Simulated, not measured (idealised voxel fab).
Process module in this document: voxel self aligned contacts
We display cut, a cross-section 220 nm in width whose square cells are each 5 nm.
Each cross-section below is a grid of square cells, stated as bands in top-down order, with one or more rows of cells making up each band. Quick guide to a band line: top height, bottom height (nm) up front; then every material left to right with its width in nm. Only one material and it's marked "full width"? Then it fills the band edge to edge. And "air" just means empty space. Below 0: as-received wafer, all one material; heights counted from there. Lowest band: no bottom, goes on down, written "0 down". When a width is written as two numbers, as in "30..40", the first number is the width in the top row of cells of the band and the second is the width in its bottom row, and the width changes by the same amount from each row to the next. "nothing got changed" for a step: no cell of the cross-section changed in that step. "Trapped void list" lists enclosed empty spaces (at least 8 cells, no open path upward to the top), each as width x height at distance from the left edge, in nm. Text after the settings on a step's line: the simulator's own remark on that step. You can add "overlay nm" to a step's line. For a step with a mask, it describes how far the mask lay to the right of its planned position, and a negative number describes a lay to the left. Read the rest as pairs. Take the cross-section before one process step, then the cross-section after it, which shows only down to the lowest band that changed. Under the pair, find the step between them and its settings. Bear in mind that pairs may come from different runs of this module on the same starting wafer: link a pair to the pair above it only where its entry headed "Before-step section" says to.
# Before-step section
* 70 to 55  air 60  aC 30  air 40  aC 30  air 60
* 55 to 30  SiN full width
* 30 to 5  polySi full width
* 5 to 0  SiO2 full width
* 0 down  Si full width
* Trapped void list: none
# Resulting Cross-Section
* 70 to 55  air 60  aC 30  air 40  aC 30  air 60
* 55 to 30  air 60  SiN 30  air 40  SiN 30  air 60
* Whatever lies below 30 is exactly as it was before.
* Trapped void list: none
Which operation links the two cross-sections above? DIRECTIONAL_ETCH, etch materials SiN, depth nm 25
Before-step section: Reference is made to the cross-section shown after the step in the pair directly above, which represents the state prior to this step.
# Resulting Cross-Section
* 70 to 55  air 60  aC 30  air 40  aC 30  air 60
* 55 to 30  air 60  SiN 30  air 40  SiN 30  air 60
* 30 to 5  air 60  polySi 30  air 40  polySi 30  air 60
* Whatever lies below 5 is exactly as it was before.
* Trapped void list: none
Which operation links the two cross-sections above? DIRECTIONAL_ETCH, etch materials polySi, depth nm 25
Before-step section: Reference is made to the cross-section shown after the step in the pair directly above, which represents the state prior to this step.
# Resulting Cross-Section
* 55 to 30  air 60  SiN 30  air 40  SiN 30  air 60
* Whatever lies below 30 is exactly as it was before.
* Trapped void list: none
Which operation links the two cross-sections above? STRIP, etch materials aC
Before-step section: Reference is made to the cross-section shown after the step in the pair directly above, which represents the state prior to this step.
# Resulting Cross-Section
* 65 to 30  air 50  SiN 50  air 20  SiN 50  air 50
* 30 to 15  air 50  SiN 10  polySi 30  SiN 10  air 20  SiN 10  polySi 30  SiN 10  air 50
* 15 to 5  SiN 60  polySi 30  SiN 40  polySi 30  SiN 60
* Whatever lies below 5 is exactly as it was before.
* Trapped void list: none
Which operation links the two cross-sections above? CONFORMAL_DEP, material SiN, thk nm 10
Before-step section: Reference is made to the cross-section shown after the step in the pair directly above, which represents the state prior to this step.
# Resulting Cross-Section
* 55 to 30  air 50  SiN 50  air 20  SiN 50  air 50
* 30 to 5  air 50  SiN 10  polySi 30  SiN 10  air 20  SiN 10  polySi 30  SiN 10  air 50
* Whatever lies below 5 is exactly as it was before.
* Trapped void list: none
Which operation links the two cross-sections above? DIRECTIONAL_ETCH, etch materials SiN, depth nm 10
Before-step section: Reference is made to the cross-section shown after the step in the pair directly above, which represents the state prior to this step.
# Resulting Cross-Section
* 75 to 55  SiO2 full width
* 55 to 30  SiO2 50  SiN 50  SiO2 20  SiN 50  SiO2 50
* 30 to 5  SiO2 50  SiN 10  polySi 30  SiN 10  SiO2 20  SiN 10  polySi 30  SiN 10  SiO2 50
* Whatever lies below 5 is exactly as it was before.
* Trapped void list: none
Which operation links the two cross-sections above? FILL_DEP, material SiO2, thk nm 20
Before-step section: Reference is made to the cross-section shown after the step in the pair directly above, which represents the state prior to this step.
# Resulting Cross-Section
* 65 to 55  SiO2 full width
* Whatever lies below 55 is exactly as it was before.
* Trapped void list: none
Which operation links the two cross-sections above? CMP, height nm 65
Before-step section: Reference is made to the cross-section shown after the step in the pair directly above, which represents the state prior to this step.
# Resulting Cross-Section
* 85 to 65  resist 80  air 55  resist 85
* Whatever lies below 65 is exactly as it was before.
* Trapped void list: none
Which operation links the two cross-sections above? PATTERN, tone open, mask id CONTACT, material resist, width nm 55, thk nm 20, overlay nm 0
Before-step section: Reference is made to the cross-section shown after the step in the pair directly above, which represents the state prior to this step.
# Resulting Cross-Section
* 85 to 65  resist 80  air 55  resist 85
* 65 to 55  SiO2 80  air 55  SiO2 85
* 55 to 30  SiO2 50  SiN 50  air 20  SiN 50  SiO2 50
* 30 to 5  SiO2 50  SiN 10  polySi 30  SiN 10  air 20  SiN 10  polySi 30  SiN 10  SiO2 50
* 5 to 0  SiO2 100  air 20  SiO2 100
* Whatever lies below 0 is exactly as it was before.
* Trapped void list: none
Which operation links the two cross-sections above? DIRECTIONAL_ETCH, etch materials SiO2, depth nm 65
Before-step section: Reference is made to the cross-section shown after the step in the pair directly above, which represents the state prior to this step.
# Resulting Cross-Section
* 65 to 55  SiO2 80  air 55  SiO2 85
* Whatever lies below 55 is exactly as it was before.
* Trapped void list: none
Which operation links the two cross-sections above? STRIP, etch materials resist
Before-step section: Reference is made to the cross-section shown after the step in the pair directly above, which represents the state prior to this step.
# Resulting Cross-Section
* 70 to 65  TiN 85  air 45  TiN 90
* 65 to 55  SiO2 80  TiN 5..25  air 45..10  TiN 5..20  SiO2 85
* 55 to 30  SiO2 50  SiN 50  TiN 5  air 10  TiN 5  SiN 50  SiO2 50
* 30 to 5  SiO2 50  SiN 10  polySi 30  SiN 10  TiN 5  air 10  TiN 5  SiN 10  polySi 30  SiN 10  SiO2 50
* 5 to 0  SiO2 100  TiN 20  SiO2 100
* Whatever lies below 0 is exactly as it was before.
* Trapped void list: none
Which operation links the two cross-sections above? CONFORMAL_DEP, material TiN, thk nm 5
Before-step section: Reference is made to the cross-section shown after the step in the pair directly above, which represents the state prior to this step.
# Resulting Cross-Section
* 80 to 70  W full width
* 70 to 65  TiN 85  W 45  TiN 90
* 65 to 55  SiO2 80  TiN 5..25  W 45..10  TiN 5..20  SiO2 85
* 55 to 30  SiO2 50  SiN 50  TiN 5  W 10  TiN 5  SiN 50  SiO2 50
* 30 to 5  SiO2 50  SiN 10  polySi 30  SiN 10  TiN 5  W 10  TiN 5  SiN 10  polySi 30  SiN 10  SiO2 50
* Whatever lies below 5 is exactly as it was before.
* Trapped void list: none
Which operation links the two cross-sections above? FILL_DEP, material W, thk nm 10
Before-step section: Reference is made to the cross-section shown after the step in the pair directly above, which represents the state prior to this step.
# Resulting Cross-Section
* 65 to 55  SiO2 80  TiN 5..25  W 45..10  TiN 5..20  SiO2 85
* Whatever lies below 55 is exactly as it was before.
* Trapped void list: none
Which operation links the two cross-sections above? CMP, height nm 65
Before-step section: Reference is made to the cross-section shown after the step in the pair directly above, which represents the state prior to this step.
# Resulting Cross-Section
* 70 to 65  SiN full width
* Whatever lies below 65 is exactly as it was before.
* Trapped void list: none
Which operation links the two cross-sections above? CONFORMAL_DEP, material SiN, thk nm 5
# Before-step section
* 65 to 55  SiO2 full width
* 55 to 30  SiO2 50  SiN 45  SiO2 25  SiN 45  SiO2 55
* 30 to 5  SiO2 50  SiN 10  polySi 25  SiN 10  SiO2 25  SiN 10  polySi 25  SiN 10  SiO2 55
* 5 to 0  SiO2 full width
* 0 down  Si full width
* Trapped void list: none
# Resulting Cross-Section
* 85 to 65  resist 85  air 55  resist 80
* Whatever lies below 65 is exactly as it was before.
* Trapped void list: none
Which operation links the two cross-sections above? PATTERN, tone open, mask id CONTACT, material resist, width nm 55, thk nm 20, overlay nm 5
Before-step section: Reference is made to the cross-section shown after the step in the pair directly above, which represents the state prior to this step.
# Resulting Cross-Section
* 85 to 65  resist 85  air 55  resist 80
* 65 to 55  SiO2 85  air 55  SiO2 80
* 55 to 30  SiO2 50  SiN 45  air 25  SiN 45  SiO2 55
* 30 to 5  SiO2 50  SiN 10  polySi 25  SiN 10  air 25  SiN 10  polySi 25  SiN 10  SiO2 55
* 5 to 0  SiO2 95  air 25  SiO2 100
* Whatever lies below 0 is exactly as it was before.
* Trapped void list: none
Which operation links the two cross-sections above? DIRECTIONAL_ETCH, etch materials SiO2, depth nm 65
Before-step section: Reference is made to the cross-section shown after the step in the pair directly above, which represents the state prior to this step.
# Resulting Cross-Section
* 65 to 55  SiO2 85  air 55  SiO2 80
* Whatever lies below 55 is exactly as it was before.
* Trapped void list: none
Which operation links the two cross-sections above? STRIP, etch materials resist
Before-step section: Reference is made to the cross-section shown after the step in the pair directly above, which represents the state prior to this step.
# Resulting Cross-Section
* 70 to 65  TiN 90  air 45  TiN 85
* 65 to 55  SiO2 85  TiN 5..15  air 45..15  TiN 5..25  SiO2 80
* 55 to 30  SiO2 50  SiN 45  TiN 5  air 15  TiN 5  SiN 45  SiO2 55
* 30 to 5  SiO2 50  SiN 10  polySi 25  SiN 10  TiN 5  air 15  TiN 5  SiN 10  polySi 25  SiN 10  SiO2 55
* 5 to 0  SiO2 95  TiN 25  SiO2 100
* Whatever lies below 0 is exactly as it was before.
* Trapped void list: none
Which operation links the two cross-sections above? CONFORMAL_DEP, material TiN, thk nm 5
Before-step section: Reference is made to the cross-section shown after the step in the pair directly above, which represents the state prior to this step.
# Resulting Cross-Section
* 80 to 70  W full width
* 70 to 65  TiN 90  W 45  TiN 85
* 65 to 55  SiO2 85  TiN 5..15  W 45..15  TiN 5..25  SiO2 80
* 55 to 30  SiO2 50  SiN 45  TiN 5  W 15  TiN 5  SiN 45  SiO2 55
* 30 to 5  SiO2 50  SiN 10  polySi 25  SiN 10  TiN 5  W 15  TiN 5  SiN 10  polySi 25  SiN 10  SiO2 55
* Whatever lies below 5 is exactly as it was before.
* Trapped void list: none
Which operation links the two cross-sections above? FILL_DEP, material W, thk nm 10
Before-step section: Reference is made to the cross-section shown after the step in the pair directly above, which represents the state prior to this step.
# Resulting Cross-Section
* 65 to 55  SiO2 85  TiN 5..15  W 45..15  TiN 5..25  SiO2 80
* Whatever lies below 55 is exactly as it was before.
* Trapped void list: none
Which operation links the two cross-sections above? CMP, height nm 65
Before-step section: Reference is made to the cross-section shown after the step in the pair directly above, which represents the state prior to this step.
# Resulting Cross-Section
* 70 to 65  SiN full width
* Whatever lies below 65 is exactly as it was before.
* Trapped void list: none
Which operation links the two cross-sections above? CONFORMAL_DEP, material SiN, thk nm 5
# Before-step section
* 5 to 0  SiO2 full width
* 0 down  Si full width
* Trapped void list: none
# Resulting Cross-Section
* 30 to 0  SiO2 full width
* Whatever lies below 0 is exactly as it was before.
* Trapped void list: none
Which operation links the two cross-sections above? DIRECTIONAL_DEP, material SiO2, thk nm 25
Before-step section: Reference is made to the cross-section shown after the step in the pair directly above, which represents the state prior to this step.
# Resulting Cross-Section
* 55 to 30  SiN full width
* Whatever lies below 30 is exactly as it was before.
* Trapped void list: none
Which operation links the two cross-sections above? DIRECTIONAL_DEP, material SiN, thk nm 25
Before-step section: Reference is made to the cross-section shown after the step in the pair directly above, which represents the state prior to this step.
# Resulting Cross-Section
* 70 to 55  aC full width
* Whatever lies below 55 is exactly as it was before.
* Trapped void list: none
Which operation links the two cross-sections above? DIRECTIONAL_DEP, material aC, thk nm 15
Before-step section: Reference is made to the cross-section shown after the step in the pair directly above, which represents the state prior to this step.
# Resulting Cross-Section
* 100 to 70  air 60  resist 25  air 45  resist 25  air 65
* Whatever lies below 70 is exactly as it was before.
* Trapped void list: none
Which operation links the two cross-sections above? PATTERN, tone cover, mask id GATE, material resist, width nm 25, pitch nm 70, thk nm 30, overlay nm 0
Before-step section: Reference is made to the cross-section shown after the step in the pair directly above, which represents the state prior to this step.
# Resulting Cross-Section
* 85 to 70  air 60  resist 25  air 45  resist 25  air 65
* 70 to 55  air 60  aC 25  air 45  aC 25  air 65
* Whatever lies below 55 is exactly as it was before.
* Trapped void list: none
Which operation links the two cross-sections above? DIRECTIONAL_ETCH, etch materials aC, depth nm 15
Before-step section: Reference is made to the cross-section shown after the step in the pair directly above, which represents the state prior to this step.
# Resulting Cross-Section
* 70 to 55  air 60  aC 25  air 45  aC 25  air 65
* Whatever lies below 55 is exactly as it was before.
* Trapped void list: none
Which operation links the two cross-sections above? STRIP, etch materials resist
Before-step section: Reference is made to the cross-section shown after the step in the pair directly above, which represents the state prior to this step.
# Resulting Cross-Section
* 70 to 55  air 60  aC 25  air 45  aC 25  air 65
* 55 to 30  air 60  SiN 25  air 45  SiN 25  air 65
* Whatever lies below 30 is exactly as it was before.
* Trapped void list: none
Which operation links the two cross-sections above? DIRECTIONAL_ETCH, etch materials SiN, depth nm 25
Before-step section: Reference is made to the cross-section shown after the step in the pair directly above, which represents the state prior to this step.
# Resulting Cross-Section
* 55 to 30  air 60  SiN 25  air 45  SiN 25  air 65
* Whatever lies below 30 is exactly as it was before.
* Trapped void list: none
Which operation links the two cross-sections above? STRIP, etch materials aC
Before-step section: Reference is made to the cross-section shown after the step in the pair directly above, which represents the state prior to this step.
# Resulting Cross-Section
* 65 to 40  air 50  SiN 45  air 25  SiN 45  air 55
* 40 to 30  SiN full width
* Whatever lies below 30 is exactly as it was before.
* Trapped void list: none
Which operation links the two cross-sections above? CONFORMAL_DEP, material SiN, thk nm 10
Before-step section: Reference is made to the cross-section shown after the step in the pair directly above, which represents the state prior to this step.
# Resulting Cross-Section
* 55 to 30  air 50  SiN 45  air 25  SiN 45  air 55
* Whatever lies below 30 is exactly as it was before.
* Trapped void list: none
Which operation links the two cross-sections above? DIRECTIONAL_ETCH, etch materials SiN, depth nm 10
Before-step section: Reference is made to the cross-section shown after the step in the pair directly above, which represents the state prior to this step.
# Resulting Cross-Section
* 75 to 55  SiO2 full width
* 55 to 30  SiO2 50  SiN 45  SiO2 25  SiN 45  SiO2 55
* Whatever lies below 30 is exactly as it was before.
* Trapped void list: none
Which operation links the two cross-sections above? FILL_DEP, material SiO2, thk nm 20
Before-step section: Reference is made to the cross-section shown after the step in the pair directly above, which represents the state prior to this step.
# Resulting Cross-Section
* 65 to 55  SiO2 full width
* Whatever lies below 55 is exactly as it was before.
* Trapped void list: none
Which operation links the two cross-sections above? CMP, height nm 65
Before-step section: Reference is made to the cross-section shown after the step in the pair directly above, which represents the state prior to this step.
# Resulting Cross-Section
* 85 to 65  resist 80  air 55  resist 85
* Whatever lies below 65 is exactly as it was before.
* Trapped void list: none
Which operation links the two cross-sections above? PATTERN, tone open, mask id CONTACT, material resist, width nm 55, thk nm 20, overlay nm 0
Before-step section: Reference is made to the cross-section shown after the step in the pair directly above, which represents the state prior to this step.
# Resulting Cross-Section
* 85 to 65  resist 80  air 55  resist 85
* 65 to 55  SiO2 80  air 55  SiO2 85
* 55 to 30  SiO2 50  SiN 45  air 25  SiN 45  SiO2 55
* 30 to 0  SiO2 95  air 25  SiO2 100
* Whatever lies below 0 is exactly as it was before.
* Trapped void list: none
Which operation links the two cross-sections above? DIRECTIONAL_ETCH, etch materials SiO2, depth nm 65
Before-step section: Reference is made to the cross-section shown after the step in the pair directly above, which represents the state prior to this step.
# Resulting Cross-Section
* 65 to 55  SiO2 80  air 55  SiO2 85
* Whatever lies below 55 is exactly as it was before.
* Trapped void list: none
Which operation links the two cross-sections above? STRIP, etch materials resist
Before-step section: Reference is made to the cross-section shown after the step in the pair directly above, which represents the state prior to this step.
# Resulting Cross-Section
* 70 to 65  TiN 85  air 45  TiN 90
* 65 to 55  SiO2 80  TiN 5..20  air 45..15  TiN 5..20  SiO2 85
* 55 to 30  SiO2 50  SiN 45  TiN 5  air 15  TiN 5  SiN 45  SiO2 55
* 30 to 5  SiO2 95  TiN 5  air 15  TiN 5  SiO2 100
* 5 to 0  SiO2 95  TiN 25  SiO2 100
* Whatever lies below 0 is exactly as it was before.
* Trapped void list: none
Which operation links the two cross-sections above? CONFORMAL_DEP, material TiN, thk nm 5
Before-step section: Reference is made to the cross-section shown after the step in the pair directly above, which represents the state prior to this step.
# Resulting Cross-Section
* 80 to 70  W full width
* 70 to 65  TiN 85  W 45  TiN 90
* 65 to 55  SiO2 80  TiN 5..20  W 45..15  TiN 5..20  SiO2 85
* 55 to 30  SiO2 50  SiN 45  TiN 5  W 15  TiN 5  SiN 45  SiO2 55
* 30 to 5  SiO2 95  TiN 5  W 15  TiN 5  SiO2 100
* Whatever lies below 5 is exactly as it was before.
* Trapped void list: none
Which operation links the two cross-sections above? FILL_DEP, material W, thk nm 10
Before-step section: Reference is made to the cross-section shown after the step in the pair directly above, which represents the state prior to this step.
# Resulting Cross-Section
* 65 to 55  SiO2 80  TiN 5..20  W 45..15  TiN 5..20  SiO2 85
* Whatever lies below 55 is exactly as it was before.
* Trapped void list: none
Which operation links the two cross-sections above? CMP, height nm 65
Before-step section: Reference is made to the cross-section shown after the step in the pair directly above, which represents the state prior to this step.
# Resulting Cross-Section
* 70 to 65  SiN full width
* Whatever lies below 65 is exactly as it was before.
* Trapped void list: none
Which operation links the two cross-sections above? CONFORMAL_DEP, material SiN, thk nm 5
# Before-step section
* 65 to 55  SiO2 full width
* 55 to 30  SiO2 50  SiN 45  SiO2 25  SiN 45  SiO2 55
* 30 to 5  SiO2 50  SiN 10  polySi 25  SiN 10  SiO2 25  SiN 10  polySi 25  SiN 10  SiO2 55
* 5 to 0  SiO2 full width
* 0 down  Si full width
* Trapped void list: none
# Resulting Cross-Section
* 85 to 65  air 80  resist 55  air 85
* Whatever lies below 65 is exactly as it was before.
* Trapped void list: none
Which operation links the two cross-sections above? PATTERN, tone cover, mask id CONTACT, material resist, width nm 55, thk nm 20, overlay nm 0
Before-step section: Reference is made to the cross-section shown after the step in the pair directly above, which represents the state prior to this step.
# Resulting Cross-Section
* 85 to 65  air 80  resist 55  air 85
* 65 to 55  air 80  SiO2 55  air 85
* 55 to 30  air 50  SiN 45  SiO2 25  SiN 45  air 55
* 30 to 5  air 50  SiN 10  polySi 25  SiN 10  SiO2 25  SiN 10  polySi 25  SiN 10  air 55
* 5 to 0  air 50  SiO2 115  air 55
* Whatever lies below 0 is exactly as it was before.
* Trapped void list: none
Which operation links the two cross-sections above? DIRECTIONAL_ETCH, etch materials SiO2, depth nm 65
Before-step section: Reference is made to the cross-section shown after the step in the pair directly above, which represents the state prior to this step.
# Resulting Cross-Section
* 65 to 55  air 80  SiO2 55  air 85
* Whatever lies below 55 is exactly as it was before.
* Trapped void list: none
Which operation links the two cross-sections above? STRIP, etch materials resist
Before-step section: Reference is made to the cross-section shown after the step in the pair directly above, which represents the state prior to this step.
# Resulting Cross-Section
* 70 to 65  air 75  TiN 65  air 80
* 65 to 55  air 75..45  TiN 5..35  SiO2 55  TiN 5..35  air 80..50
* 55 to 30  air 45  TiN 5  SiN 45  SiO2 25  SiN 45  TiN 5  air 50
* 30 to 5  air 45  TiN 5  SiN 10  polySi 25  SiN 10  SiO2 25  SiN 10  polySi 25  SiN 10  TiN 5  air 50
* 5 to 0  TiN 50  SiO2 115  TiN 55
* Whatever lies below 0 is exactly as it was before.
* Trapped void list: none
Which operation links the two cross-sections above? CONFORMAL_DEP, material TiN, thk nm 5
Before-step section: Reference is made to the cross-section shown after the step in the pair directly above, which represents the state prior to this step.
# Resulting Cross-Section
* 80 to 70  W full width
* 70 to 65  W 75  TiN 65  W 80
* 65 to 55  W 75..45  TiN 5..35  SiO2 55  TiN 5..35  W 80..50
* 55 to 30  W 45  TiN 5  SiN 45  SiO2 25  SiN 45  TiN 5  W 50
* 30 to 5  W 45  TiN 5  SiN 10  polySi 25  SiN 10  SiO2 25  SiN 10  polySi 25  SiN 10  TiN 5  W 50
* Whatever lies below 5 is exactly as it was before.
* Trapped void list: none
Which operation links the two cross-sections above? FILL_DEP, material W, thk nm 10
Before-step section: Reference is made to the cross-section shown after the step in the pair directly above, which represents the state prior to this step.
# Resulting Cross-Section
* 65 to 55  W 75..45  TiN 5..35  SiO2 55  TiN 5..35  W 80..50
* Whatever lies below 55 is exactly as it was before.
* Trapped void list: none
Which operation links the two cross-sections above? CMP, height nm 65
Before-step section: Reference is made to the cross-section shown after the step in the pair directly above, which represents the state prior to this step.
# Resulting Cross-Section
* 70 to 65  SiN full width
* Whatever lies below 65 is exactly as it was before.
* Trapped void list: none
Which operation links the two cross-sections above? CONFORMAL_DEP, material SiN, thk nm 5
